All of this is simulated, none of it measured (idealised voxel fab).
process module | voxel gate over fins
cross-section cut | 150 nm wide | cells 5 nm
A cross-section is a grid of square cells, given in bands from the top down. A band is one or more rows of cells.
Each band's line starts with the height of the band's top and of its bottom, in nm. Then come its materials from left to right, each with its width in nm. One material with "throughout" fills the band from edge to edge. "air" is empty space.
Height 0 is the level under which the wafer as received is all one material. The lowest band goes on downwards, as in "0 down".
A width such as "30 to 40" changes by the same amount from each row of cells to the next, from the band's top row to its bottom row.
"no change" after a step means that no cell of the cross-section changed.
closed voids: empty space of 8 cells or more with no open way to the top, each as width x height at its distance from the left edge, in nm
after a step's settings: what the simulator itself notes on the step
overlay nm, on a step with a mask: how far to the right of its planned place the mask lay; to the left if negative
plan
1 op RECEIVE | material Si
2 op CONFORMAL_DEP | material SiN | thk nm 10
3 op PATTERN | tone cover | mask id FINS | material resist | width nm 15 | pitch nm 35 | thk nm 15 | overlay nm 0
4 op DIRECTIONAL_ETCH | etch materials SiN | depth nm 10
5 op DIRECTIONAL_ETCH | etch materials Si | depth nm 30
6 op STRIP | etch materials resist
7 op OXIDIZE | depth nm 5
8 op FILL_DEP | material SiO2 | thk nm 10
9 op CMP | height nm 10
10 op SELECTIVE_ETCH | etch materials SiO2 | depth nm 20
11 op STRIP | etch materials SiN
12 op CONFORMAL_DEP | material HfO2 | thk nm 5
13 op CONFORMAL_DEP | material TiN | thk nm 5
14 op CONFORMAL_DEP | material TiAl | thk nm 5
15 op CONFORMAL_DEP | material TiN | thk nm 5
16 op FILL_DEP | material W | thk nm 10
17 op CMP | height nm 15
18 op CONFORMAL_DEP | material SiN | thk nm 5
varied across the wafers: height nm of step 17. The plan shows the first wafer's value. All wafers start alike
first wafer as received, after step 1
  0 down: Si throughout
  closed voids: none
each wafer at the end: cells of each material gained (+) or lost (-) since it was received, then its closed voids
height nm 15 | +42 HfO2 | -189 Si | +30 SiN | +135 SiO2 | +42 TiAl | +53 TiN | +7 W | closed voids: none
height nm 20 | +42 HfO2 | -189 Si | +30 SiN | +135 SiO2 | +42 TiAl | +76 TiN | +14 W | closed voids: none
height nm 25 | +42 HfO2 | -189 Si | +30 SiN | +135 SiO2 | +42 TiAl | +76 TiN | +44 W | closed voids: none
height nm 30 | +42 HfO2 | -189 Si | +30 SiN | +135 SiO2 | +42 TiAl | +76 TiN | +74 W | closed voids: none
